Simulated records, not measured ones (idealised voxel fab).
process module | voxel double patterning
cross-section cut | 175 nm wide | cells 5 nm
A cross-section is a grid of square cells, given in bands from the top down. A band is one or more rows of cells.
Each band's line starts with the height of the band's top and of its bottom, in nm. Then come its materials from left to right, each with its width in nm. One material with "throughout" fills the band from edge to edge. "air" is empty space.
Height 0 is the level under which the wafer as received is all one material. The lowest band goes on downwards, as in "0 down".
A width such as "30 to 40" changes by the same amount from each row of cells to the next, from the band's top row to its bottom row.
"no change" after a step means that no cell of the cross-section changed.
closed voids: empty space of 8 cells or more with no open way to the top, each as width x height at its distance from the left edge, in nm
after a step's settings: what the simulator itself notes on the step
overlay nm, on a step with a mask: how far to the right of its planned place the mask lay; to the left if negative
plan
1 op RECEIVE | material Si
2 op CONFORMAL_DEP | material SiO2 | thk nm 10
3 op DIRECTIONAL_DEP | material TiN | thk nm 20
4 op DIRECTIONAL_DEP | material SiCN | thk nm 5
5 op PATTERN | tone open | mask id FIRST | material resist | width nm 15 | pitch nm 50 | thk nm 15 | overlay nm 0
6 op DIRECTIONAL_ETCH | etch materials SiCN | depth nm 5
7 op STRIP | etch materials resist
8 op PATTERN | tone open | mask id SECOND | material resist | width nm 15 | thk nm 15 | overlay nm 0
9 op DIRECTIONAL_ETCH | etch materials SiCN | depth nm 5
10 op STRIP | etch materials resist
11 op DIRECTIONAL_ETCH | etch materials TiN | depth nm 20
12 op STRIP | etch materials SiCN
as received, after step 1
  0 down: Si throughout
  closed voids: none
first wafer at the end, as planned
  30 to 10: TiN 55 | air 15 | TiN 10 | air 15 | TiN 10 | air 15 | TiN 55
  10 to 0: SiO2 throughout
  0 down: Si throughout
  closed voids: none
second wafer at the end: like start, like plan, one mistake
  35 to 30: SiCN 55 | air 15 | SiCN 10 | air 15 | SiCN 10 | air 15 | SiCN 55
  30 to 10: TiN 55 | air 15 | TiN 10 | air 15 | TiN 10 | air 15 | TiN 55
  10 to 0: SiO2 throughout
  0 down: Si throughout
  closed voids: none
what went wrong: step 12 was left out
at the end the second wafer has, in cells: 26 more of SiCN
